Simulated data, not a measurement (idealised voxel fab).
This is a process module. Its name is voxel wiring stack.
160 nm wide, 5 nm square cells: that's cross-section cut.
The cross-sections in this document take the form of a grid made of square cells. They are written out as bands, in order from top to bottom. Each band consists of one or more rows of cells. Each band's line starts with the height of the band's top and of its bottom, in nm. Then come its materials from left to right, each with its width in nm. One material with "throughout" fills the band from edge to edge. "empty" is empty space. Heights are reckoned from 0. Under this level, the received wafer is all of one material. The bottommost band is open-ended downward, for example "0..down". Read "30->40" as a graded width: first number on top, second number at the bottom, same change between each pair of neighbouring rows. "remained unchanged" for a step: no cell of the cross-section changed in that step. Empty spaces counting at least 8 cells and having no open way to the top are listed in "Sealed void list". The notation width x height at distance is used for each, the distance being from the left edge and all three values in nm. Note: text after step settings on the step line = simulator remark on that step. For masked steps, "overlay nm" on the step line gives how far right of plan the mask actually lay; a minus sign means it lay to the left. Reading key. Pairs: pre-step and post-step cross-section, one process step apart; post-step view only to lowest changed band. Step between + settings: beneath pair. Runs: pairs may be from different runs of this module, same starting wafer. Continuation from pair above: only where "Before-step section" entry says.

Before-step section
	160..140: 45 of resist; 15 of empty; 100 of resist
	140..125: 45 of aC; 15 of empty; 100 of aC
	125..90: lowk throughout
	90..85: SiCN throughout
	85..80: 45 of SiO2; 20 of Ru; 95 of SiO2
	80..65: 45 of SiO2; 25 of Ru; 20 of SiO2; 25 of Ru; 45 of SiO2
	65..60: 45 of SiO2; 20 of TiN; 5 of Ru; 20 of SiO2; 25 of Ru; 45 of SiO2
	60..55: 40 of SiO2; 25 of Ru; 5 of TiN; 20 of SiO2; 25 of TiN; 45 of SiO2
	55..40: 45 of lowk; 15 of Ru; 100 of lowk
	40..35: 45 of SiCN; 15 of Ru; 100 of SiCN
	35..15: 45 of SiO2; 5 of TiN; 15 of Ru; 5 of TiN; 20 of SiO2; 5 of TiN; 15 of Ru; 5 of TiN; 45 of SiO2
	15..10: 45 of SiN; 25 of TiN; 20 of SiN; 25 of TiN; 45 of SiN
	10..0: SiO2 throughout
	0..down: Si throughout
	Sealed void list: none

Post-Step Cross-Section
	140..125: 45 of aC; 15 of empty; 100 of aC
	Everything below 125 is unchanged.
	Sealed void list: none
So what happened between those two cross-sections up there? STRIP,etch materials resist

Before-step section: after-state, pair directly above.

Post-Step Cross-Section
	140..125: 45 of aC; 15 of empty; 100 of aC
	125..90: 45 of lowk; 15 of empty; 100 of lowk
	Everything below 90 is unchanged.
	Sealed void list: none
So what happened between those two cross-sections up there? DIRECTIONAL_ETCH,etch materials lowk,depth nm 35

Before-step section: after-state, pair directly above.

Post-Step Cross-Section
	125..90: 45 of lowk; 15 of empty; 100 of lowk
	Everything below 90 is unchanged.
	Sealed void list: none
So what happened between those two cross-sections up there? STRIP,etch materials aC

Before-step section: after-state, pair directly above.

Post-Step Cross-Section
	145..125: 45 of resist; 25 of empty; 20 of resist; 25 of empty; 45 of resist
	Everything below 125 is unchanged.
	Sealed void list: none
So what happened between those two cross-sections up there? PATTERN,tone open,mask id METAL_3,material resist,width nm 25,pitch nm 45,thk nm 20,overlay nm 0

Before-step section: after-state, pair directly above.

Post-Step Cross-Section
	145..125: 45 of resist; 25 of empty; 20 of resist; 25 of empty; 45 of resist
	125..105: 45 of lowk; 25 of empty; 20 of lowk; 25 of empty; 45 of lowk
	Everything below 105 is unchanged.
	Sealed void list: none
So what happened between those two cross-sections up there? DIRECTIONAL_ETCH,etch materials lowk,depth nm 20

Before-step section: after-state, pair directly above.

Post-Step Cross-Section
	145..125: 45 of resist; 25 of empty; 20 of resist; 25 of empty; 45 of resist
	125..105: 45 of lowk; 25 of empty; 20 of lowk; 25 of empty; 45 of lowk
	105..90: 45 of lowk; 15 of empty; 100 of lowk
	90..85: 45 of SiCN; 15 of empty; 100 of SiCN
	Everything below 85 is unchanged.
	Sealed void list: none
So what happened between those two cross-sections up there? DIRECTIONAL_ETCH,etch materials SiCN,depth nm 5

Before-step section: after-state, pair directly above.

Post-Step Cross-Section
	125..105: 45 of lowk; 25 of empty; 20 of lowk; 25 of empty; 45 of lowk
	Everything below 105 is unchanged.
	Sealed void list: none
So what happened between those two cross-sections up there? STRIP,etch materials resist

Before-step section: after-state, pair directly above.

Post-Step Cross-Section
	130..125: 50 of TiN; 15 of empty; 30 of TiN; 15 of empty; 50 of TiN
	125..110: 45 of lowk; 5 of TiN; 15 of empty; 5 of TiN; 20 of lowk; 5 of TiN; 15 of empty; 5 of TiN; 45 of lowk
	110..105: 45 of lowk; 5 of TiN; 5 of empty; 15 of TiN; 20 of lowk; 25 of TiN; 45 of lowk
	105..90: 45 of lowk; 5 of TiN; 5 of empty; 5 of TiN; 100 of lowk
	90..85: 45 of SiCN; 15 of TiN; 100 of SiCN
	Everything below 85 is unchanged.
	Sealed void list: none
So what happened between those two cross-sections up there? CONFORMAL_DEP,material TiN,thk nm 5

Before-step section: after-state, pair directly above.

Post-Step Cross-Section
	140..130: Cu throughout
	130..125: 50 of TiN; 15 of Cu; 30 of TiN; 15 of Cu; 50 of TiN
	125..110: 45 of lowk; 5 of TiN; 15 of Cu; 5 of TiN; 20 of lowk; 5 of TiN; 15 of Cu; 5 of TiN; 45 of lowk
	110..105: 45 of lowk; 5 of TiN; 5 of Cu; 15 of TiN; 20 of lowk; 25 of TiN; 45 of lowk
	105..90: 45 of lowk; 5 of TiN; 5 of Cu; 5 of TiN; 100 of lowk
	Everything below 90 is unchanged.
	Sealed void list: none
So what happened between those two cross-sections up there? FILL_DEP,material Cu,thk nm 10

Before-step section: after-state, pair directly above.

Post-Step Cross-Section
	125..110: 45 of lowk; 5 of TiN; 15 of Cu; 5 of TiN; 20 of lowk; 5 of TiN; 15 of Cu; 5 of TiN; 45 of lowk
	Everything below 110 is unchanged.
	Sealed void list: none
So what happened between those two cross-sections up there? CMP,height nm 125

Before-step section: after-state, pair directly above.

Post-Step Cross-Section
	130..125: SiCN throughout
	Everything below 125 is unchanged.
	Sealed void list: none
So what happened between those two cross-sections up there? CONFORMAL_DEP,material SiCN,thk nm 5

Before-step section
	85..65: Ru throughout
	65..60: TiN throughout
	60..40: 45 of lowk; 15 of Ru; 100 of lowk
	40..35: 45 of SiCN; 15 of Ru; 100 of SiCN
	35..15: 45 of SiO2; 5 of TiN; 15 of Ru; 5 of TiN; 20 of SiO2; 5 of TiN; 15 of Ru; 5 of TiN; 45 of SiO2
	15..10: 45 of SiN; 25 of TiN; 20 of SiN; 25 of TiN; 45 of SiN
	10..0: SiO2 throughout
	0..down: Si throughout
	Sealed void list: none

Post-Step Cross-Section
	85..65: 50 of empty; 20 of Ru; 25 of empty; 20 of Ru; 45 of empty
	Everything below 65 is unchanged.
	Sealed void list: none
So what happened between those two cross-sections up there? MASKED_ETCH,tone cover,mask id METAL_2,width nm 20,pitch nm 45,etch materials Ru,depth nm 20,overlay nm 0

Before-step section: after-state, pair directly above.

Post-Step Cross-Section
	85..65: 50 of empty; 20 of Ru; 25 of empty; 20 of Ru; 45 of empty
	65..60: 45 of empty; 25 of TiN; 20 of empty; 25 of TiN; 45 of empty
	Everything below 60 is unchanged.
	Sealed void list: none
So what happened between those two cross-sections up there? MASKED_ETCH,tone cover,mask id METAL_2,width nm 25,pitch nm 45,etch materials TiN,depth nm 5,overlay nm 0

Before-step section: after-state, pair directly above.

Post-Step Cross-Section
	95..85: SiO2 throughout
	85..65: 50 of SiO2; 20 of Ru; 25 of SiO2; 20 of Ru; 45 of SiO2
	65..60: 45 of SiO2; 25 of TiN; 20 of SiO2; 25 of TiN; 45 of SiO2
	Everything below 60 is unchanged.
	Sealed void list: none
So what happened between those two cross-sections up there? FILL_DEP,material SiO2,thk nm 10

Before-step section: after-state, pair directly above.

Post-Step Cross-Section
	85..65: 50 of SiO2; 20 of Ru; 25 of SiO2; 20 of Ru; 45 of SiO2
	Everything below 65 is unchanged.
	Sealed void list: none
So what happened between those two cross-sections up there? CMP,height nm 85

Before-step section: after-state, pair directly above.

Post-Step Cross-Section
	90..85: SiCN throughout
	Everything below 85 is unchanged.
	Sealed void list: none
So what happened between those two cross-sections up there? CONFORMAL_DEP,material SiCN,thk nm 5

Before-step section: after-state, pair directly above.

Post-Step Cross-Section
	125..90: lowk throughout
	Everything below 90 is unchanged.
	Sealed void list: none
So what happened between those two cross-sections up there? DIRECTIONAL_DEP,material lowk,thk nm 35

Before-step section: after-state, pair directly above.

Post-Step Cross-Section
	140..125: aC throughout
	Everything below 125 is unchanged.
	Sealed void list: none
So what happened between those two cross-sections up there? DIRECTIONAL_DEP,material aC,thk nm 15

Before-step section: after-state, pair directly above.

Post-Step Cross-Section
	175..140: 45 of resist; 15 of empty; 100 of resist
	Everything below 140 is unchanged.
	Sealed void list: none
So what happened between those two cross-sections up there? PATTERN,tone open,mask id METAL_3_HOLES,material resist,width nm 15,thk nm 35,overlay nm 0

Before-step section: after-state, pair directly above.

Post-Step Cross-Section
	160..140: 45 of resist; 15 of empty; 100 of resist
	140..125: 45 of aC; 15 of empty; 100 of aC
	Everything below 125 is unchanged.
	Sealed void list: none
So what happened between those two cross-sections up there? DIRECTIONAL_ETCH,etch materials aC,depth nm 15

Before-step section: after-state, pair directly above.

Post-Step Cross-Section
	140..125: 45 of aC; 15 of empty; 100 of aC
	Everything below 125 is unchanged.
	Sealed void list: none
So what happened between those two cross-sections up there? STRIP,etch materials resist

Before-step section: after-state, pair directly above.

Post-Step Cross-Section
	140..125: 45 of aC; 15 of empty; 100 of aC
	125..90: 45 of lowk; 15 of empty; 100 of lowk
	Everything below 90 is unchanged.
	Sealed void list: none
So what happened between those two cross-sections up there? DIRECTIONAL_ETCH,etch materials lowk,depth nm 35

Before-step section: after-state, pair directly above.

Post-Step Cross-Section
	125..90: 45 of lowk; 15 of empty; 100 of lowk
	Everything below 90 is unchanged.
	Sealed void list: none
So what happened between those two cross-sections up there? STRIP,etch materials aC

Before-step section: after-state, pair directly above.

Post-Step Cross-Section
	145..125: 45 of resist; 25 of empty; 20 of resist; 25 of empty; 45 of resist
	Everything below 125 is unchanged.
	Sealed void list: none
So what happened between those two cross-sections up there? PATTERN,tone open,mask id METAL_3,material resist,width nm 25,pitch nm 45,thk nm 20,overlay nm 0

Before-step section: after-state, pair directly above.

Post-Step Cross-Section
	145..125: 45 of resist; 25 of empty; 20 of resist; 25 of empty; 45 of resist
	125..105: 45 of lowk; 25 of empty; 20 of lowk; 25 of empty; 45 of lowk
	Everything below 105 is unchanged.
	Sealed void list: none
So what happened between those two cross-sections up there? DIRECTIONAL_ETCH,etch materials lowk,depth nm 20

Before-step section: after-state, pair directly above.

Post-Step Cross-Section
	145..125: 45 of resist; 25 of empty; 20 of resist; 25 of empty; 45 of resist
	125..105: 45 of lowk; 25 of empty; 20 of lowk; 25 of empty; 45 of lowk
	105..90: 45 of lowk; 15 of empty; 100 of lowk
	90..85: 45 of SiCN; 15 of empty; 100 of SiCN
	Everything below 85 is unchanged.
	Sealed void list: none
So what happened between those two cross-sections up there? DIRECTIONAL_ETCH,etch materials SiCN,depth nm 5

Before-step section: after-state, pair directly above.

Post-Step Cross-Section
	125..105: 45 of lowk; 25 of empty; 20 of lowk; 25 of empty; 45 of lowk
	Everything below 105 is unchanged.
	Sealed void list: none
So what happened between those two cross-sections up there? STRIP,etch materials resist

Before-step section: after-state, pair directly above.

Post-Step Cross-Section
	130..125: 50 of TiN; 15 of empty; 30 of TiN; 15 of empty; 50 of TiN
	125..110: 45 of lowk; 5 of TiN; 15 of empty; 5 of TiN; 20 of lowk; 5 of TiN; 15 of empty; 5 of TiN; 45 of lowk
	110..105: 45 of lowk; 5 of TiN; 5 of empty; 15 of TiN; 20 of lowk; 25 of TiN; 45 of lowk
	105..90: 45 of lowk; 5 of TiN; 5 of empty; 5 of TiN; 100 of lowk
	90..85: 45 of SiCN; 15 of TiN; 100 of SiCN
	Everything below 85 is unchanged.
	Sealed void list: none
So what happened between those two cross-sections up there? CONFORMAL_DEP,material TiN,thk nm 5

Before-step section: after-state, pair directly above.

Post-Step Cross-Section
	140..130: Cu throughout
	130..125: 50 of TiN; 15 of Cu; 30 of TiN; 15 of Cu; 50 of TiN
	125..110: 45 of lowk; 5 of TiN; 15 of Cu; 5 of TiN; 20 of lowk; 5 of TiN; 15 of Cu; 5 of TiN; 45 of lowk
	110..105: 45 of lowk; 5 of TiN; 5 of Cu; 15 of TiN; 20 of lowk; 25 of TiN; 45 of lowk
	105..90: 45 of lowk; 5 of TiN; 5 of Cu; 5 of TiN; 100 of lowk
	Everything below 90 is unchanged.
	Sealed void list: none
So what happened between those two cross-sections up there? FILL_DEP,material Cu,thk nm 10

Before-step section: after-state, pair directly above.

Post-Step Cross-Section
	125..110: 45 of lowk; 5 of TiN; 15 of Cu; 5 of TiN; 20 of lowk; 5 of TiN; 15 of Cu; 5 of TiN; 45 of lowk
	Everything below 110 is unchanged.
	Sealed void list: none
So what happened between those two cross-sections up there? CMP,height nm 125

Before-step section: after-state, pair directly above.

Post-Step Cross-Section
	130..125: SiCN throughout
	Everything below 125 is unchanged.
	Sealed void list: none
So what happened between those two cross-sections up there? CONFORMAL_DEP,material SiCN,thk nm 5

Before-step section
	85..65: Ru throughout
	65..60: TiN throughout
	60..40: 45 of lowk; 15 of Ru; 100 of lowk
	40..35: 45 of SiCN; 15 of Ru; 100 of SiCN
	35..15: 45 of SiO2; 5 of TiN; 15 of Ru; 5 of TiN; 20 of SiO2; 5 of TiN; 15 of Ru; 5 of TiN; 45 of SiO2
	15..10: 45 of SiN; 25 of TiN; 20 of SiN; 25 of TiN; 45 of SiN
	10..0: SiO2 throughout
	0..down: Si throughout
	Sealed void list: none

Post-Step Cross-Section
	85..65: 35 of empty; 25 of Ru; 20 of empty; 25 of Ru; 55 of empty
	Everything below 65 is unchanged.
	Sealed void list: none
So what happened between those two cross-sections up there? MASKED_ETCH,tone cover,mask id METAL_2,width nm 25,pitch nm 45,etch materials Ru,depth nm 20,overlay nm -10

Before-step section: after-state, pair directly above.

Post-Step Cross-Section
	85..65: 35 of empty; 25 of Ru; 20 of empty; 25 of Ru; 55 of empty
	65..60: 35 of empty; 35 of TiN; 10 of empty; 35 of TiN; 45 of empty
	Everything below 60 is unchanged.
	Sealed void list: none
So what happened between those two cross-sections up there? MASKED_ETCH,tone cover,mask id METAL_2,width nm 25,pitch nm 45,etch materials TiN,depth nm 5,overlay nm 0

Before-step section: after-state, pair directly above.

Post-Step Cross-Section
	95..85: SiO2 throughout
	85..65: 35 of SiO2; 25 of Ru; 20 of SiO2; 25 of Ru; 55 of SiO2
	65..60: 35 of SiO2; 35 of TiN; 10 of SiO2; 35 of TiN; 45 of SiO2
	Everything below 60 is unchanged.
	Sealed void list: none
So what happened between those two cross-sections up there? FILL_DEP,material SiO2,thk nm 10

Before-step section: after-state, pair directly above.

Post-Step Cross-Section
	85..65: 35 of SiO2; 25 of Ru; 20 of SiO2; 25 of Ru; 55 of SiO2
	Everything below 65 is unchanged.
	Sealed void list: none
So what happened between those two cross-sections up there? CMP,height nm 85

Before-step section: after-state, pair directly above.

Post-Step Cross-Section
	90..85: SiCN throughout
	Everything below 85 is unchanged.
	Sealed void list: none
So what happened between those two cross-sections up there? CONFORMAL_DEP,material SiCN,thk nm 5

Before-step section: after-state, pair directly above.

Post-Step Cross-Section
	125..90: lowk throughout
	Everything below 90 is unchanged.
	Sealed void list: none
So what happened between those two cross-sections up there? DIRECTIONAL_DEP,material lowk,thk nm 35

Before-step section: after-state, pair directly above.

Post-Step Cross-Section
	140..125: aC throughout
	Everything below 125 is unchanged.
	Sealed void list: none
So what happened between those two cross-sections up there? DIRECTIONAL_DEP,material aC,thk nm 15

Before-step section: after-state, pair directly above.

Post-Step Cross-Section
	175..140: 45 of resist; 15 of empty; 100 of resist
	Everything below 140 is unchanged.
	Sealed void list: none
So what happened between those two cross-sections up there? PATTERN,tone open,mask id METAL_3_HOLES,material resist,width nm 15,thk nm 35,overlay nm 0

Before-step section: after-state, pair directly above.

Post-Step Cross-Section
	160..140: 45 of resist; 15 of empty; 100 of resist
	140..125: 45 of aC; 15 of empty; 100 of aC
	Everything below 125 is unchanged.
	Sealed void list: none
So what happened between those two cross-sections up there? DIRECTIONAL_ETCH,etch materials aC,depth nm 15

Before-step section: after-state, pair directly above.

Post-Step Cross-Section
	140..125: 45 of aC; 15 of empty; 100 of aC
	Everything below 125 is unchanged.
	Sealed void list: none
So what happened between those two cross-sections up there? STRIP,etch materials resist

Before-step section: after-state, pair directly above.

Post-Step Cross-Section
	140..125: 45 of aC; 15 of empty; 100 of aC
	125..90: 45 of lowk; 15 of empty; 100 of lowk
	Everything below 90 is unchanged.
	Sealed void list: none
So what happened between those two cross-sections up there? DIRECTIONAL_ETCH,etch materials lowk,depth nm 35

Before-step section: after-state, pair directly above.

Post-Step Cross-Section
	125..90: 45 of lowk; 15 of empty; 100 of lowk
	Everything below 90 is unchanged.
	Sealed void list: none
So what happened between those two cross-sections up there? STRIP,etch materials aC

Before-step section: after-state, pair directly above.

Post-Step Cross-Section
	145..125: 45 of resist; 25 of empty; 20 of resist; 25 of empty; 45 of resist
	Everything below 125 is unchanged.
	Sealed void list: none
So what happened between those two cross-sections up there? PATTERN,tone open,mask id METAL_3,material resist,width nm 25,pitch nm 45,thk nm 20,overlay nm 0

Before-step section: after-state, pair directly above.

Post-Step Cross-Section
	145..125: 45 of resist; 25 of empty; 20 of resist; 25 of empty; 45 of resist
	125..105: 45 of lowk; 25 of empty; 20 of lowk; 25 of empty; 45 of lowk
	Everything below 105 is unchanged.
	Sealed void list: none
So what happened between those two cross-sections up there? DIRECTIONAL_ETCH,etch materials lowk,depth nm 20

Before-step section: after-state, pair directly above.

Post-Step Cross-Section
	145..125: 45 of resist; 25 of empty; 20 of resist; 25 of empty; 45 of resist
	125..105: 45 of lowk; 25 of empty; 20 of lowk; 25 of empty; 45 of lowk
	105..90: 45 of lowk; 15 of empty; 100 of lowk
	90..85: 45 of SiCN; 15 of empty; 100 of SiCN
	Everything below 85 is unchanged.
	Sealed void list: none
So what happened between those two cross-sections up there? DIRECTIONAL_ETCH,etch materials SiCN,depth nm 5

Before-step section: after-state, pair directly above.

Post-Step Cross-Section
	125..105: 45 of lowk; 25 of empty; 20 of lowk; 25 of empty; 45 of lowk
	Everything below 105 is unchanged.
	Sealed void list: none
So what happened between those two cross-sections up there? STRIP,etch materials resist

Before-step section: after-state, pair directly above.

Post-Step Cross-Section
	130..125: 50 of TiN; 15 of empty; 30 of TiN; 15 of empty; 50 of TiN
	125..110: 45 of lowk; 5 of TiN; 15 of empty; 5 of TiN; 20 of lowk; 5 of TiN; 15 of empty; 5 of TiN; 45 of lowk
	110..105: 45 of lowk; 5 of TiN; 5 of empty; 15 of TiN; 20 of lowk; 25 of TiN; 45 of lowk
	105..90: 45 of lowk; 5 of TiN; 5 of empty; 5 of TiN; 100 of lowk
	90..85: 45 of SiCN; 15 of TiN; 100 of SiCN
	Everything below 85 is unchanged.
	Sealed void list: none
So what happened between those two cross-sections up there? CONFORMAL_DEP,material TiN,thk nm 5

Before-step section: after-state, pair directly above.

Post-Step Cross-Section
	140..130: Cu throughout
	130..125: 50 of TiN; 15 of Cu; 30 of TiN; 15 of Cu; 50 of TiN
	125..110: 45 of lowk; 5 of TiN; 15 of Cu; 5 of TiN; 20 of lowk; 5 of TiN; 15 of Cu; 5 of TiN; 45 of lowk
	110..105: 45 of lowk; 5 of TiN; 5 of Cu; 15 of TiN; 20 of lowk; 25 of TiN; 45 of lowk
	105..90: 45 of lowk; 5 of TiN; 5 of Cu; 5 of TiN; 100 of lowk
	Everything below 90 is unchanged.
	Sealed void list: none
So what happened between those two cross-sections up there? FILL_DEP,material Cu,thk nm 10

Before-step section: after-state, pair directly above.

Post-Step Cross-Section
	125..110: 45 of lowk; 5 of TiN; 15 of Cu; 5 of TiN; 20 of lowk; 5 of TiN; 15 of Cu; 5 of TiN; 45 of lowk
	Everything below 110 is unchanged.
	Sealed void list: none
So what happened between those two cross-sections up there? CMP,height nm 125

Before-step section: after-state, pair directly above.

Post-Step Cross-Section
	130..125: SiCN throughout
	Everything below 125 is unchanged.
	Sealed void list: none
So what happened between those two cross-sections up there? CONFORMAL_DEP,material SiCN,thk nm 5

Before-step section
	35..15: 45 of SiO2; 25 of empty; 20 of SiO2; 25 of empty; 45 of SiO2
	15..10: 45 of SiN; 25 of empty; 20 of SiN; 25 of empty; 45 of SiN
	10..0: SiO2 throughout
	0..down: Si throughout
	Sealed void list: none

Post-Step Cross-Section
	40..35: 50 of SiCN; 15 of empty; 30 of SiCN; 15 of empty; 50 of SiCN
	35..15: 45 of SiO2; 5 of SiCN; 15 of empty; 5 of SiCN; 20 of SiO2; 5 of SiCN; 15 of empty; 5 of SiCN; 45 of SiO2
	15..10: 45 of SiN; 25 of SiCN; 20 of SiN; 25 of SiCN; 45 of SiN
	Everything below 10 is unchanged.
	Sealed void list: none
So what happened between those two cross-sections up there? CONFORMAL_DEP,material SiCN,thk nm 5

Before-step section: after-state, pair directly above.

Post-Step Cross-Section
	45..40: Ru throughout
	40..35: 50 of SiCN; 15 of Ru; 30 of SiCN; 15 of Ru; 50 of SiCN
	35..15: 45 of SiO2; 5 of SiCN; 15 of Ru; 5 of SiCN; 20 of SiO2; 5 of SiCN; 15 of Ru; 5 of SiCN; 45 of SiO2
	Everything below 15 is unchanged.
	Sealed void list: none
So what happened between those two cross-sections up there? FILL_DEP,material Ru,thk nm 5

Before-step section: after-state, pair directly above.

Post-Step Cross-Section
	35..15: 45 of SiO2; 5 of SiCN; 15 of Ru; 5 of SiCN; 20 of SiO2; 5 of SiCN; 15 of Ru; 5 of SiCN; 45 of SiO2
	Everything below 15 is unchanged.
	Sealed void list: none
So what happened between those two cross-sections up there? CMP,height nm 35

Before-step section: after-state, pair directly above.

Post-Step Cross-Section
	40..35: SiCN throughout
	Everything below 35 is unchanged.
	Sealed void list: none
So what happened between those two cross-sections up there? CONFORMAL_DEP,material SiCN,thk nm 5

Before-step section: after-state, pair directly above.

Post-Step Cross-Section
	60..40: lowk throughout
	Everything below 40 is unchanged.
	Sealed void list: none
So what happened between those two cross-sections up there? DIRECTIONAL_DEP,material lowk,thk nm 20

Before-step section: after-state, pair directly above.

Post-Step Cross-Section
	70..60: aC throughout
	Everything below 60 is unchanged.
	Sealed void list: none
So what happened between those two cross-sections up there? DIRECTIONAL_DEP,material aC,thk nm 10

Before-step section: after-state, pair directly above.

Post-Step Cross-Section
	100..70: 45 of resist; 15 of empty; 100 of resist
	Everything below 70 is unchanged.
	Sealed void list: none
So what happened between those two cross-sections up there? PATTERN,tone open,mask id PLUG_1,material resist,width nm 15,thk nm 30,overlay nm 0

Before-step section: after-state, pair directly above.

Post-Step Cross-Section
	90..70: 45 of resist; 15 of empty; 100 of resist
	70..60: 45 of aC; 15 of empty; 100 of aC
	Everything below 60 is unchanged.
	Sealed void list: none
So what happened between those two cross-sections up there? DIRECTIONAL_ETCH,etch materials aC,depth nm 10

Before-step section: after-state, pair directly above.

Post-Step Cross-Section
	70..60: 45 of aC; 15 of empty; 100 of aC
	Everything below 60 is unchanged.
	Sealed void list: none
So what happened between those two cross-sections up there? STRIP,etch materials resist

Before-step section: after-state, pair directly above.

Post-Step Cross-Section
	70..60: 45 of aC; 15 of empty; 100 of aC
	60..40: 45 of lowk; 15 of empty; 100 of lowk
	Everything below 40 is unchanged.
	Sealed void list: none
So what happened between those two cross-sections up there? DIRECTIONAL_ETCH,etch materials lowk,depth nm 20

Before-step section: after-state, pair directly above.

Post-Step Cross-Section
	70..60: 45 of aC; 15 of empty; 100 of aC
	60..40: 45 of lowk; 15 of empty; 100 of lowk
	40..35: 45 of SiCN; 15 of empty; 100 of SiCN
	Everything below 35 is unchanged.
	Sealed void list: none
So what happened between those two cross-sections up there? DIRECTIONAL_ETCH,etch materials SiCN,depth nm 5

Before-step section: after-state, pair directly above.

Post-Step Cross-Section
	60..40: 45 of lowk; 15 of empty; 100 of lowk
	Everything below 40 is unchanged.
	Sealed void list: none
So what happened between those two cross-sections up there? STRIP,etch materials aC

Before-step section: after-state, pair directly above.

Post-Step Cross-Section
	60..45: 45 of lowk; 15 of empty; 100 of lowk
	45..40: 45 of lowk; 15 of Ru; 100 of lowk
	40..35: 45 of SiCN; 15 of Ru; 100 of SiCN
	Everything below 35 is unchanged.
	Sealed void list: none
So what happened between those two cross-sections up there? EPI,material Ru,thk nm 10

Before-step section: after-state, pair directly above.

Post-Step Cross-Section
	60..55: 45 of lowk; 15 of empty; 100 of lowk
	55..40: 45 of lowk; 15 of Ru; 100 of lowk
	Everything below 40 is unchanged.
	Sealed void list: none
So what happened between those two cross-sections up there? EPI,material Ru,thk nm 10

Before-step section: after-state, pair directly above.

Post-Step Cross-Section
	60..40: 45 of lowk; 15 of Ru; 100 of lowk
	Everything below 40 is unchanged.
	Sealed void list: none
So what happened between those two cross-sections up there? EPI,material Ru,thk nm 5

Before-step section: after-state, pair directly above.

Post-Step Cross-Section
	65..60: TiN throughout
	Everything below 60 is unchanged.
	Sealed void list: none
So what happened between those two cross-sections up there? DIRECTIONAL_DEP,material TiN,thk nm 5

Before-step section: after-state, pair directly above.

Post-Step Cross-Section
	85..65: Ru throughout
	Everything below 65 is unchanged.
	Sealed void list: none
So what happened between those two cross-sections up there? DIRECTIONAL_DEP,material Ru,thk nm 20

Before-step section: after-state, pair directly above.

Post-Step Cross-Section
	85..65: 45 of empty; 25 of Ru; 20 of empty; 25 of Ru; 45 of empty
	Everything below 65 is unchanged.
	Sealed void list: none
So what happened between those two cross-sections up there? MASKED_ETCH,tone cover,mask id METAL_2,width nm 25,pitch nm 45,etch materials Ru,depth nm 20,overlay nm 0

Before-step section: after-state, pair directly above.

Post-Step Cross-Section
	85..65: 45 of empty; 25 of Ru; 20 of empty; 25 of Ru; 45 of empty
	65..60: 45 of empty; 25 of TiN; 20 of empty; 25 of TiN; 45 of empty
	Everything below 60 is unchanged.
	Sealed void list: none
So what happened between those two cross-sections up there? MASKED_ETCH,tone cover,mask id METAL_2,width nm 25,pitch nm 45,etch materials TiN,depth nm 5,overlay nm 0

Before-step section: after-state, pair directly above.

Post-Step Cross-Section
	95..85: SiO2 throughout
	85..65: 45 of SiO2; 25 of Ru; 20 of SiO2; 25 of Ru; 45 of SiO2
	65..60: 45 of SiO2; 25 of TiN; 20 of SiO2; 25 of TiN; 45 of SiO2
	Everything below 60 is unchanged.
	Sealed void list: none
So what happened between those two cross-sections up there? FILL_DEP,material SiO2,thk nm 10

Before-step section: after-state, pair directly above.

Post-Step Cross-Section
	85..65: 45 of SiO2; 25 of Ru; 20 of SiO2; 25 of Ru; 45 of SiO2
	Everything below 65 is unchanged.
	Sealed void list: none
So what happened between those two cross-sections up there? CMP,height nm 85

Before-step section: after-state, pair directly above.

Post-Step Cross-Section
	90..85: SiCN throughout
	Everything below 85 is unchanged.
	Sealed void list: none
So what happened between those two cross-sections up there? CONFORMAL_DEP,material SiCN,thk nm 5

Before-step section: after-state, pair directly above.

Post-Step Cross-Section
	125..90: lowk throughout
	Everything below 90 is unchanged.
	Sealed void list: none
So what happened between those two cross-sections up there? DIRECTIONAL_DEP,material lowk,thk nm 35

Before-step section: after-state, pair directly above.

Post-Step Cross-Section
	140..125: aC throughout
	Everything below 125 is unchanged.
	Sealed void list: none
So what happened between those two cross-sections up there? DIRECTIONAL_DEP,material aC,thk nm 15

Before-step section: after-state, pair directly above.

Post-Step Cross-Section
	175..140: 45 of resist; 15 of empty; 100 of resist
	Everything below 140 is unchanged.
	Sealed void list: none
So what happened between those two cross-sections up there? PATTERN,tone open,mask id METAL_3_HOLES,material resist,width nm 15,thk nm 35,overlay nm 0

Before-step section: after-state, pair directly above.

Post-Step Cross-Section
	160..140: 45 of resist; 15 of empty; 100 of resist
	140..125: 45 of aC; 15 of empty; 100 of aC
	Everything below 125 is unchanged.
	Sealed void list: none
So what happened between those two cross-sections up there? DIRECTIONAL_ETCH,etch materials aC,depth nm 15

Before-step section: after-state, pair directly above.

Post-Step Cross-Section
	140..125: 45 of aC; 15 of empty; 100 of aC
	Everything below 125 is unchanged.
	Sealed void list: none
So what happened between those two cross-sections up there? STRIP,etch materials resist

Before-step section: after-state, pair directly above.

Post-Step Cross-Section
	140..125: 45 of aC; 15 of empty; 100 of aC
	125..90: 45 of lowk; 15 of empty; 100 of lowk
	Everything below 90 is unchanged.
	Sealed void list: none
So what happened between those two cross-sections up there? DIRECTIONAL_ETCH,etch materials lowk,depth nm 35

Before-step section: after-state, pair directly above.

Post-Step Cross-Section
	125..90: 45 of lowk; 15 of empty; 100 of lowk
	Everything below 90 is unchanged.
	Sealed void list: none
So what happened between those two cross-sections up there? STRIP,etch materials aC

Before-step section: after-state, pair directly above.

Post-Step Cross-Section
	145..125: 45 of resist; 25 of empty; 20 of resist; 25 of empty; 45 of resist
	Everything below 125 is unchanged.
	Sealed void list: none
So what happened between those two cross-sections up there? PATTERN,tone open,mask id METAL_3,material resist,width nm 25,pitch nm 45,thk nm 20,overlay nm 0

Before-step section: after-state, pair directly above.

Post-Step Cross-Section
	145..125: 45 of resist; 25 of empty; 20 of resist; 25 of empty; 45 of resist
	125..105: 45 of lowk; 25 of empty; 20 of lowk; 25 of empty; 45 of lowk
	Everything below 105 is unchanged.
	Sealed void list: none
So what happened between those two cross-sections up there? DIRECTIONAL_ETCH,etch materials lowk,depth nm 20

Before-step section: after-state, pair directly above.

Post-Step Cross-Section
	145..125: 45 of resist; 25 of empty; 20 of resist; 25 of empty; 45 of resist
	125..105: 45 of lowk; 25 of empty; 20 of lowk; 25 of empty; 45 of lowk
	105..90: 45 of lowk; 15 of empty; 100 of lowk
	90..85: 45 of SiCN; 15 of empty; 100 of SiCN
	Everything below 85 is unchanged.
	Sealed void list: none
So what happened between those two cross-sections up there? DIRECTIONAL_ETCH,etch materials SiCN,depth nm 5

Before-step section: after-state, pair directly above.

Post-Step Cross-Section
	125..105: 45 of lowk; 25 of empty; 20 of lowk; 25 of empty; 45 of lowk
	Everything below 105 is unchanged.
	Sealed void list: none
So what happened between those two cross-sections up there? STRIP,etch materials resist
